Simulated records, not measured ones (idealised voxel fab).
The following process module bears the name voxel lift off.
In the cross-section labelled cut, the width is 300 nm and each square cell is 5 nm.
If you're reading a cross-section in this doc, picture square cells in a grid; it comes to you as bands, top ones listed first down to the bottom, and a band can be one or more rows of cells. Each band's line starts with the height of the band's top and of its bottom, in nm. Then come its materials from left to right, each with its width in nm. One material with "all across" fills the band from edge to edge. "empty" is empty space. Below 0: as-received wafer, all one material; heights counted from there. Lowest band: no bottom, goes on down, written "0..down". Width: "30 to 40" (first number = top row, second number = bottom row, same change from row to row of cells). Key: "nothing changed" - step with no changed cell in the cross-section. So "Voids lacking openings" is basically the list of trapped voids: any empty space of 8 cells or more that can't reach the top through an opening. They're written width x height at distance, the distance being from the left edge, and it's all nm. What comes after the settings on a step's line is commentary from the simulator itself on that step. A step's line can hold "overlay nm"; with a mask on that step, the setting says how far right of the planned place the mask lay, while a negative setting says it lay to the left.

# Planned process steps
1) RECEIVE: material Si
2) CONFORMAL_DEP: material SiN, thk nm 10
3) PATTERN: tone open, mask id LINES, material resist, width nm 30, pitch nm 60, thk nm 15, overlay nm 0
4) DIRECTIONAL_DEP: material Ru, thk nm 5
5) STRIP: etch materials resist
6) CONFORMAL_DEP: material SiN, thk nm 5

# Wafer as received: cross-section following step 1
* 0..down  Si all across
* Voids lacking openings: none

# The plan above was carried out on the starting structure above with one mistake, and this cross-section shows the wafer at the end of the module
* 25..20  40 empty / 40 SiN / 20 empty / 40 SiN / 20 empty / 40 SiN / 20 empty / 40 SiN / 40 empty
* 20..15  45 SiN / 30 Ru / 30 SiN / 30 Ru / 30 SiN / 30 Ru / 30 SiN / 30 Ru / 45 SiN
* 15..0  SiN all across
* 0..down  Si all across
* Voids lacking openings: none
What went wrong in running the wafer? step 2 was not run as planned; what actually ran was CONFORMAL_DEP: material SiN, thk nm 15
